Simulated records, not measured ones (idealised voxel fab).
process module | voxel gate over fins
cross-section cut | 140 nm wide | cells 5 nm
A cross-section is a grid of square cells, given in bands from the top down. A band is one or more rows of cells.
Each band's line starts with the height of the band's top and of its bottom, in nm. Then come its materials from left to right, each with its width in nm. One material with "throughout" fills the band from edge to edge. "air" is empty space.
Height 0 is the level under which the wafer as received is all one material. The lowest band goes on downwards, as in "0 down".
A width such as "30 to 40" changes by the same amount from each row of cells to the next, from the band's top row to its bottom row.
"no change" after a step means that no cell of the cross-section changed.
closed voids: empty space of 8 cells or more with no open way to the top, each as width x height at its distance from the left edge, in nm
after a step's settings: what the simulator itself notes on the step
overlay nm, on a step with a mask: how far to the right of its planned place the mask lay; to the left if negative
plan
1 op RECEIVE | material Si
2 op CONFORMAL_DEP | material SiN | thk nm 5
3 op PATTERN | tone cover | mask id FINS | material resist | width nm 15 | pitch nm 40 | thk nm 20 | overlay nm 0
4 op DIRECTIONAL_ETCH | etch materials SiN | depth nm 5
5 op DIRECTIONAL_ETCH | etch materials Si | depth nm 40
6 op STRIP | etch materials resist
7 op FILL_DEP | material SiO2 | thk nm 10
8 op CMP | height nm 5
9 op SELECTIVE_ETCH | etch materials SiO2 | depth nm 20
10 op STRIP | etch materials SiN
11 op CONFORMAL_DEP | material HfO2 | thk nm 5
12 op CONFORMAL_DEP | material TiN | thk nm 5
13 op CONFORMAL_DEP | material TiAl | thk nm 5
14 op CONFORMAL_DEP | material TiN | thk nm 5
15 op FILL_DEP | material W | thk nm 10
16 op CMP | height nm 25
17 op CONFORMAL_DEP | material SiCN | thk nm 5
first wafer, as planned
as received, after step 1
  0 down: Si throughout
  closed voids: none
after step 2
  5 to 0: SiN throughout
  below 0: unchanged
after step 3
  25 to 5: air 40 | resist 15 | air 25 | resist 15 | air 45
  below 5: unchanged
after step 4
  25 to 5: air 40 | resist 15 | air 25 | resist 15 | air 45
  5 to 0: air 40 | SiN 15 | air 25 | SiN 15 | air 45
  below 0: unchanged
after step 5
  25 to 5: air 40 | resist 15 | air 25 | resist 15 | air 45
  5 to 0: air 40 | SiN 15 | air 25 | SiN 15 | air 45
  0 to -40: air 40 | Si 15 | air 25 | Si 15 | air 45
  below -40: unchanged
after step 6
  5 to 0: air 40 | SiN 15 | air 25 | SiN 15 | air 45
  below 0: unchanged
after step 7
  15 to 5: SiO2 throughout
  5 to 0: SiO2 40 | SiN 15 | SiO2 25 | SiN 15 | SiO2 45
  0 to -40: SiO2 40 | Si 15 | SiO2 25 | Si 15 | SiO2 45
  below -40: unchanged
after step 8
  5 to 0: SiO2 40 | SiN 15 | SiO2 25 | SiN 15 | SiO2 45
  below 0: unchanged
after step 9
  5 to 0: air 40 | SiN 15 | air 25 | SiN 15 | air 45
  0 to -15: air 40 | Si 15 | air 25 | Si 15 | air 45
  below -15: unchanged
after step 10
  0 to -15: air 40 | Si 15 | air 25 | Si 15 | air 45
  below -15: unchanged
after step 11
  5 to 0: air 35 | HfO2 25 | air 15 | HfO2 25 | air 40
  0 to -10: air 35 | HfO2 5 | Si 15 | HfO2 5 | air 15 | HfO2 5 | Si 15 | HfO2 5 | air 40
  -10 to -15: HfO2 40 | Si 15 | HfO2 25 | Si 15 | HfO2 45
  below -15: unchanged
after step 12
  10 to 5: air 30 | TiN 35 | air 5 | TiN 35 | air 35
  5 to 0: air 30 | TiN 5 | HfO2 25 | TiN 5 | air 5 | TiN 5 | HfO2 25 | TiN 5 | air 35
  0 to -5: air 30 | TiN 5 | HfO2 5 | Si 15 | HfO2 5 | TiN 5 | air 5 | TiN 5 | HfO2 5 | Si 15 | HfO2 5 | TiN 5 | air 35
  -5 to -10: TiN 35 | HfO2 5 | Si 15 | HfO2 5 | TiN 15 | HfO2 5 | Si 15 | HfO2 5 | TiN 40
  below -10: unchanged
after step 13
  15 to 10: air 25 | TiAl 85 | air 30
  10 to 5: air 25 | TiAl 5 | TiN 35 | TiAl 5 | TiN 35 | TiAl 5 | air 30
  5 to 0: air 25 | TiAl 5 | TiN 5 | HfO2 25 | TiN 5 | TiAl 5 | TiN 5 | HfO2 25 | TiN 5 | TiAl 5 | air 30
  0 to -5: TiAl 30 | TiN 5 | HfO2 5 | Si 15 | HfO2 5 | TiN 5 | TiAl 5 | TiN 5 | HfO2 5 | Si 15 | HfO2 5 | TiN 5 | TiAl 35
  below -5: unchanged
after step 14
  20 to 15: air 20 | TiN 95 | air 25
  15 to 10: air 20 | TiN 5 | TiAl 85 | TiN 5 | air 25
  10 to 5: air 20 | TiN 5 | TiAl 5 | TiN 35 | TiAl 5 | TiN 35 | TiAl 5 | TiN 5 | air 25
  5 to 0: TiN 25 | TiAl 5 | TiN 5 | HfO2 25 | TiN 5 | TiAl 5 | TiN 5 | HfO2 25 | TiN 5 | TiAl 5 | TiN 30
  below 0: unchanged
after step 15
  30 to 20: W throughout
  20 to 15: W 20 | TiN 95 | W 25
  15 to 10: W 20 | TiN 5 | TiAl 85 | TiN 5 | W 25
  10 to 5: W 20 | TiN 5 | TiAl 5 | TiN 35 | TiAl 5 | TiN 35 | TiAl 5 | TiN 5 | W 25
  below 5: unchanged
after step 16
  25 to 20: W throughout
  below 20: unchanged
after step 17
  30 to 25: SiCN throughout
  below 25: unchanged
second wafer: like start, like plan, one mistake. Through step 7 it matches the first wafer
when step 8 should have ended
  -5 to -40: SiO2 40 | Si 15 | SiO2 25 | Si 15 | SiO2 45
  below -40: unchanged
when step 9 should have ended
  -5 to -25: air 40 | Si 15 | air 25 | Si 15 | air 45
  below -25: unchanged
when step 10 should have ended: no change
when step 11 should have ended
  0 to -5: air 35 | HfO2 25 | air 15 | HfO2 25 | air 40
  -5 to -20: air 35 | HfO2 5 | Si 15 | HfO2 5 | air 15 | HfO2 5 | Si 15 | HfO2 5 | air 40
  -20 to -25: HfO2 40 | Si 15 | HfO2 25 | Si 15 | HfO2 45
  below -25: unchanged
when step 12 should have ended
  5 to 0: air 30 | TiN 35 | air 5 | TiN 35 | air 35
  0 to -5: air 30 | TiN 5 | HfO2 25 | TiN 5 | air 5 | TiN 5 | HfO2 25 | TiN 5 | air 35
  -5 to -15: air 30 | TiN 5 | HfO2 5 | Si 15 | HfO2 5 | TiN 5 | air 5 | TiN 5 | HfO2 5 | Si 15 | HfO2 5 | TiN 5 | air 35
  -15 to -20: TiN 35 | HfO2 5 | Si 15 | HfO2 5 | TiN 15 | HfO2 5 | Si 15 | HfO2 5 | TiN 40
  below -20: unchanged
when step 13 should have ended
  10 to 5: air 25 | TiAl 85 | air 30
  5 to 0: air 25 | TiAl 5 | TiN 35 | TiAl 5 | TiN 35 | TiAl 5 | air 30
  0 to -5: air 25 | TiAl 5 | TiN 5 | HfO2 25 | TiN 5 | TiAl 5 | TiN 5 | HfO2 25 | TiN 5 | TiAl 5 | air 30
  -5 to -10: air 25 | TiAl 5 | TiN 5 | HfO2 5 | Si 15 | HfO2 5 | TiN 5 | TiAl 5 | TiN 5 | HfO2 5 | Si 15 | HfO2 5 | TiN 5 | TiAl 5 | air 30
  -10 to -15: TiAl 30 | TiN 5 | HfO2 5 | Si 15 | HfO2 5 | TiN 5 | TiAl 5 | TiN 5 | HfO2 5 | Si 15 | HfO2 5 | TiN 5 | TiAl 35
  below -15: unchanged
when step 14 should have ended
  15 to 10: air 20 | TiN 95 | air 25
  10 to 5: air 20 | TiN 5 | TiAl 85 | TiN 5 | air 25
  5 to 0: air 20 | TiN 5 | TiAl 5 | TiN 35 | TiAl 5 | TiN 35 | TiAl 5 | TiN 5 | air 25
  0 to -5: air 20 | TiN 5 | TiAl 5 | TiN 5 | HfO2 25 | TiN 5 | TiAl 5 | TiN 5 | HfO2 25 | TiN 5 | TiAl 5 | TiN 5 | air 25
  -5 to -10: TiN 25 | TiAl 5 | TiN 5 | HfO2 5 | Si 15 | HfO2 5 | TiN 5 | TiAl 5 | TiN 5 | HfO2 5 | Si 15 | HfO2 5 | TiN 5 | TiAl 5 | TiN 30
  below -10: unchanged
when step 15 should have ended
  25 to 15: W throughout
  15 to 10: W 20 | TiN 95 | W 25
  10 to 5: W 20 | TiN 5 | TiAl 85 | TiN 5 | W 25
  5 to 0: W 20 | TiN 5 | TiAl 5 | TiN 35 | TiAl 5 | TiN 35 | TiAl 5 | TiN 5 | W 25
  0 to -5: W 20 | TiN 5 | TiAl 5 | TiN 5 | HfO2 25 | TiN 5 | TiAl 5 | TiN 5 | HfO2 25 | TiN 5 | TiAl 5 | TiN 5 | W 25
  below -5: unchanged
when step 16 should have ended: no change
when step 17 should have ended
  30 to 25: SiCN throughout
  below 25: unchanged
what went wrong: step 8 ran as: op CMP | height nm -5
at the end the second wafer has, in cells: 4 more of HfO2 | 6 fewer of Si | 44 fewer of SiO2 | 3 more of TiAl | 6 more of TiN | 37 more of W
